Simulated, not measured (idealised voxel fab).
Presented below is a process module, voxel gate over fins.
For reference, the cross-section in this document is cut, with width 195 nm and square cells of 5 nm.
In this document a cross-section is written as a grid of square cells. It is given as a series of bands, listed from the top down, and a band is one or more rows of cells. Band: top height; bottom height; in nm. Then, left to right: material with width in nm, for each material. "everywhere": a single material spanning edge to edge. "empty": empty space. Height datum 0, below which the as-received substrate wafer is one material. Lowest band open at the bottom, running downward: "0 -> down". So if you see something like "30..40" for the width, read it as the top row of the band sitting at the first number and the bottom row at the second, with every row in between moving by the same amount as the last. Key: "remains unaltered" - step with no changed cell in the cross-section. Basically, "Enclosed voids" tells you about the enclosed voids: empty spaces with no open way to the top, 8 cells or bigger, each written width x height at distance, where distance is from the left edge, all in nm. Heads up: the bit after the settings on a step's line is the simulator's remark on that step. "overlay nm" on a masked step: distance the mask lay right of its planned place, negative for left.

List of planned process steps
| 1 | RECEIVE with material Si |
| 2 | CONFORMAL_DEP with material SiN, thk nm 5 |
| 3 | PATTERN with tone cover, mask id FINS, material resist, width nm 15, pitch nm 60, thk nm 15, overlay nm -15 |
| 4 | DIRECTIONAL_ETCH with etch materials SiN, depth nm 5 |
| 5 | DIRECTIONAL_ETCH with etch materials Si, depth nm 40 |
| 6 | STRIP with etch materials resist |
| 7 | FILL_DEP with material SiO2, thk nm 15 |
| 8 | CMP with height nm 5 |
| 9 | PATTERN with tone open, mask id RAIL, material resist, width nm 15, thk nm 15, overlay nm 0 |
| 10 | DIRECTIONAL_ETCH with etch materials SiO2, depth nm 40 |
| 11 | STRIP with etch materials resist |
| 12 | CONFORMAL_DEP with material TiN, thk nm 5 |
| 13 | FILL_DEP with material W, thk nm 5 |
| 14 | CMP with height nm 5 |
| 15 | SELECTIVE_ETCH with etch materials W Ru TiN, depth nm 25 |
| 16 | FILL_DEP with material SiO2, thk nm 5 |
| 17 | CMP with height nm 5 |
| 18 | SELECTIVE_ETCH with etch materials SiO2, depth nm 20 |
| 19 | STRIP with etch materials SiN |
| 20 | CONFORMAL_DEP with material HfO2, thk nm 5 |
| 21 | CONFORMAL_DEP with material TiN, thk nm 5 |
| 22 | CONFORMAL_DEP with material TiAl, thk nm 5 |
| 23 | CONFORMAL_DEP with material TiN, thk nm 5 |
| 24 | FILL_DEP with material W, thk nm 10 |
| 25 | CMP with height nm 25 |
| 26 | CONFORMAL_DEP with material SiCN, thk nm 5 |
Be aware that, although all wafers share a common starting state, the overlay nm at step 3 differs among them, and the plan displays the first wafer's value.

As-received cross-section, first of several wafers, post step 1
    0 -> down | Si everywhere
    Enclosed voids: none

Quick look at the cross-section of the first of several wafers after step 26, which wraps up the module
    30 -> 25 | SiCN everywhere
    25 -> 20 | W everywhere
    20 -> 15 | 50 of TiN  5 of W  55 of TiN  5 of W  55 of TiN  25 of W
    15 -> 10 | 45 of TiAl  5 of TiN  5 of W  5 of TiN  45 of TiAl  5 of TiN  5 of W  5 of TiN  45 of TiAl  5 of TiN  25 of W
    10 -> 5 | 5 of TiAl  35 of TiN  5 of TiAl  5 of TiN  5 of W  5 of TiN  5 of TiAl  35 of TiN  5 of TiAl  5 of TiN  5 of W  5 of TiN  5 of TiAl  35 of TiN  5 of TiAl  5 of TiN  25 of W
    5 -> 0 | 5 of TiAl  5 of TiN  25 of HfO2  5 of TiN  5 of TiAl  15 of TiN  5 of TiAl  5 of TiN  25 of HfO2  5 of TiN  5 of TiAl  15 of TiN  5 of TiAl  5 of TiN  25 of HfO2  5 of TiN  5 of TiAl  30 of TiN
    0 -> -5 | 5 of TiAl  5 of TiN  5 of HfO2  15 of Si  5 of HfO2  5 of TiN  25 of TiAl  5 of TiN  5 of HfO2  15 of Si  5 of HfO2  5 of TiN  25 of TiAl  5 of TiN  5 of HfO2  15 of Si  5 of HfO2  5 of TiN  35 of TiAl
    -5 -> -10 | 10 of TiN  5 of HfO2  15 of Si  5 of HfO2  35 of TiN  5 of HfO2  15 of Si  5 of HfO2  35 of TiN  5 of HfO2  15 of Si  5 of HfO2  40 of TiN
    -10 -> -15 | 15 of HfO2  15 of Si  45 of HfO2  15 of Si  45 of HfO2  15 of Si  45 of HfO2
    -15 -> -20 | 15 of SiO2  15 of Si  45 of SiO2  15 of Si  45 of SiO2  15 of Si  45 of SiO2
    -20 -> -30 | 15 of SiO2  15 of Si  30 of SiO2  5 of TiN  5 of W  5 of TiN  15 of Si  45 of SiO2  15 of Si  45 of SiO2
    -30 -> -35 | 15 of SiO2  15 of Si  30 of SiO2  15 of TiN  15 of Si  45 of SiO2  15 of Si  45 of SiO2
    -35 -> -40 | 15 of SiO2  15 of Si  45 of SiO2  15 of Si  45 of SiO2  15 of Si  45 of SiO2
    -40 -> down | Si everywhere
    Enclosed voids: none

Cross-sectional view of the final wafer of several at the module's end
    30 -> 25 | SiCN everywhere
    25 -> 20 | W everywhere
    20 -> 15 | 25 of W  55 of TiN  5 of W  55 of TiN  5 of W  50 of TiN
    15 -> 10 | 25 of W  5 of TiN  45 of TiAl  5 of TiN  5 of W  5 of TiN  45 of TiAl  5 of TiN  5 of W  5 of TiN  45 of TiAl
    10 -> 5 | 25 of W  5 of TiN  5 of TiAl  35 of TiN  5 of TiAl  5 of TiN  5 of W  5 of TiN  5 of TiAl  35 of TiN  5 of TiAl  5 of TiN  5 of W  5 of TiN  5 of TiAl  35 of TiN  5 of TiAl
    5 -> 0 | 30 of TiN  5 of TiAl  5 of TiN  25 of HfO2  5 of TiN  5 of TiAl  15 of TiN  5 of TiAl  5 of TiN  25 of HfO2  5 of TiN  5 of TiAl  15 of TiN  5 of TiAl  5 of TiN  25 of HfO2  5 of TiN  5 of TiAl
    0 -> -5 | 35 of TiAl  5 of TiN  5 of HfO2  15 of Si  5 of HfO2  5 of TiN  25 of TiAl  5 of TiN  5 of HfO2  15 of Si  5 of HfO2  5 of TiN  25 of TiAl  5 of TiN  5 of HfO2  15 of Si  5 of HfO2  5 of TiN  5 of TiAl
    -5 -> -10 | 40 of TiN  5 of HfO2  15 of Si  5 of HfO2  35 of TiN  5 of HfO2  15 of Si  5 of HfO2  35 of TiN  5 of HfO2  15 of Si  5 of HfO2  10 of TiN
    -10 -> -15 | 45 of HfO2  15 of Si  45 of HfO2  15 of Si  45 of HfO2  15 of Si  15 of HfO2
    -15 -> -20 | 45 of SiO2  15 of Si  45 of SiO2  15 of Si  45 of SiO2  15 of Si  15 of SiO2
    -20 -> -30 | 45 of SiO2  15 of Si  5 of TiN  5 of W  5 of TiN  30 of SiO2  15 of Si  45 of SiO2  15 of Si  15 of SiO2
    -30 -> -35 | 45 of SiO2  15 of Si  15 of TiN  30 of SiO2  15 of Si  45 of SiO2  15 of Si  15 of SiO2
    -35 -> -40 | 45 of SiO2  15 of Si  45 of SiO2  15 of Si  45 of SiO2  15 of Si  15 of SiO2
    -40 -> down | Si everywhere
    Enclosed voids: none

Heads up, this table goes wafer by wafer. A row tells you, at the end of the module, how many cells of each material that wafer has put on (+) or dropped (-) since it was received, and then its closed voids
overlay nm -15; +57 HfO2; -240 Si; +39 SiCN; +141 SiO2; +57 TiAl; +118 TiN; +62 W; Enclosed voids: none
overlay nm -10; +57 HfO2; -240 Si; +39 SiCN; +141 SiO2; +57 TiAl; +121 TiN; +59 W; Enclosed voids: none
overlay nm -5; +57 HfO2; -240 Si; +39 SiCN; +141 SiO2; +57 TiAl; +121 TiN; +59 W; Enclosed voids: none
overlay nm 0; +57 HfO2; -240 Si; +39 SiCN; +141 SiO2; +57 TiAl; +121 TiN; +59 W; Enclosed voids: none
overlay nm 5; +57 HfO2; -240 Si; +39 SiCN; +141 SiO2; +57 TiAl; +121 TiN; +59 W; Enclosed voids: none
overlay nm 10; +57 HfO2; -240 Si; +39 SiCN; +141 SiO2; +57 TiAl; +121 TiN; +59 W; Enclosed voids: none
overlay nm 15; +57 HfO2; -240 Si; +39 SiCN; +141 SiO2; +57 TiAl; +118 TiN; +62 W; Enclosed voids: none
